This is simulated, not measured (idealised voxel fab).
Process module name: voxel wiring stack
260 nm wide, 5 nm square cells: that's cross-section cut.
Cross-section = grid of square cells, listed top down in bands; band = one or more rows.
Heights first: top, then bottom, in nm. Then materials, left to right, each with a width in nm. "throughout" on a single material: fills the band edge to edge. "air": empty space.
Basically, 0 is our baseline, since under it the wafer straight out of the box is all one material. The bottom band has no lower end and keeps on going down, so it looks like "from 0 down".
A width such as "30->40" changes by the same amount from each row of cells to the next, from the band's top row to its bottom row.
No cell of the cross-section changed in a step that is given as "nothing was modified".
Each empty space that has no open way to the top and spans at least 8 cells appears under "Enclosed void catalog" as width x height at distance, the distance counted from the left edge, all in nm.
That trailing text on a step's line, after the settings, is the simulator's own remark on the step.
A step line may carry the setting "overlay nm", which, for steps involving a mask, states the distance by which the mask lay to the right of its intended position; negative values denote displacement to the left.
**plan**
1: RECEIVE [material Si]
2: CONFORMAL_DEP [material SiO2] [thk nm 10]
3: CONFORMAL_DEP [material SiCN] [thk nm 5]
4: DIRECTIONAL_DEP [material SiO2] [thk nm 20]
5: PATTERN [tone open] [mask id METAL_1] [material resist] [width nm 25] [pitch nm 40] [thk nm 15] [overlay nm 0]
6: DIRECTIONAL_ETCH [etch materials SiO2] [depth nm 20]
7: DIRECTIONAL_ETCH [etch materials SiCN] [depth nm 5]
8: STRIP [etch materials resist]
9: CONFORMAL_DEP [material TiN] [thk nm 5]
10: FILL_DEP [material W] [thk nm 10]
11: CMP [height nm 35]
12: CONFORMAL_DEP [material SiCN] [thk nm 5]
13: DIRECTIONAL_DEP [material SiO2] [thk nm 25]
14: PATTERN [tone open] [mask id METAL_2] [material resist] [width nm 25] [pitch nm 40] [thk nm 20] [overlay nm 0]
15: DIRECTIONAL_ETCH [etch materials SiO2] [depth nm 15]
16: STRIP [etch materials resist]
17: PATTERN [tone open] [mask id METAL_2_HOLES] [material resist] [width nm 15] [pitch nm 80] [thk nm 20] [overlay nm 0]
18: DIRECTIONAL_ETCH [etch materials SiO2] [depth nm 10]
19: DIRECTIONAL_ETCH [etch materials SiCN] [depth nm 5]
20: STRIP [etch materials resist]
21: CONFORMAL_DEP [material TiN] [thk nm 5]
22: FILL_DEP [material Cu] [thk nm 10]
23: CMP [height nm 65]
24: CONFORMAL_DEP [material SiN] [thk nm 5]
**Incoming wafer, cross-sectional view, post step 1**
- from 0 down  Si throughout
- Enclosed void catalog: none
**Run as planned - first of the two wafers cross-sectioned at the end of the module**
- from 70 to 65  SiN throughout
- from 65 to 55  SiO2: 55, TiN: 5, Cu: 15, TiN: 5, SiO2: 15, TiN: 5, Cu: 15, TiN: 5, SiO2: 15, TiN: 5, Cu: 15, TiN: 5, SiO2: 15, TiN: 5, Cu: 15, TiN: 5, SiO2: 60
- from 55 to 50  SiO2: 55, TiN: 5, Cu: 5, TiN: 15, SiO2: 15, TiN: 25, SiO2: 15, TiN: 5, Cu: 5, TiN: 15, SiO2: 15, TiN: 25, SiO2: 60
- from 50 to 40  SiO2: 55, TiN: 5, Cu: 5, TiN: 5, SiO2: 65, TiN: 5, Cu: 5, TiN: 5, SiO2: 110
- from 40 to 35  SiCN: 55, TiN: 15, SiCN: 65, TiN: 15, SiCN: 110
- from 35 to 15  SiO2: 55, TiN: 5, W: 15, TiN: 5, SiO2: 15, TiN: 5, W: 15, TiN: 5, SiO2: 15, TiN: 5, W: 15, TiN: 5, SiO2: 15, TiN: 5, W: 15, TiN: 5, SiO2: 60
- from 15 to 10  SiCN: 55, TiN: 25, SiCN: 15, TiN: 25, SiCN: 15, TiN: 25, SiCN: 15, TiN: 25, SiCN: 60
- from 10 to 0  SiO2 throughout
- from 0 down  Si throughout
- Enclosed void catalog: none
**This cross-section belongs to the second wafer of two at the end of the module; the start and the plan were shared with the first, and the run included one mistake**
- from 70 to 65  SiN throughout
- from 65 to 55  SiO2: 55, TiN: 5->10, Cu: 10->5, TiN: 5, SiO2: 25, TiN: 5, Cu: 5, TiN: 5, SiO2: 20, TiN: 5->10, Cu: 10->5, TiN: 5, SiO2: 25, TiN: 5, Cu: 5, TiN: 5, SiO2: 65
- from 55 to 50  SiO2: 60, TiN: 15, SiO2: 25, TiN: 15, SiO2: 25, TiN: 15, SiO2: 25, TiN: 15, SiO2: 65
- from 50 to 40  SiO2: 60, TiN: 10, SiO2: 70, TiN: 10, SiO2: 110
- from 40 to 35  SiCN: 60, TiN: 10, SiCN: 70, TiN: 10, SiCN: 110
- from 35 to 15  SiO2: 55, TiN: 5, W: 15, TiN: 5, SiO2: 15, TiN: 5, W: 15, TiN: 5, SiO2: 15, TiN: 5, W: 15, TiN: 5, SiO2: 15, TiN: 5, W: 15, TiN: 5, SiO2: 60
- from 15 to 10  SiCN: 55, TiN: 25, SiCN: 15, TiN: 25, SiCN: 15, TiN: 25, SiCN: 15, TiN: 25, SiCN: 60
- from 10 to 0  SiO2 throughout
- from 0 down  Si throughout
- Enclosed void catalog: none
Deviation noted in wafer processing: step 14 did not happen as planned, as run it was PATTERN [tone open] [mask id METAL_2] [material resist] [width nm 15] [pitch nm 40] [thk nm 20] [overlay nm 0]
In the final state, the cell counts of the second wafer exceed or fall short of those of the first for the following materials: -20 Cu | +2 SiCN | +24 SiO2 | -6 TiN
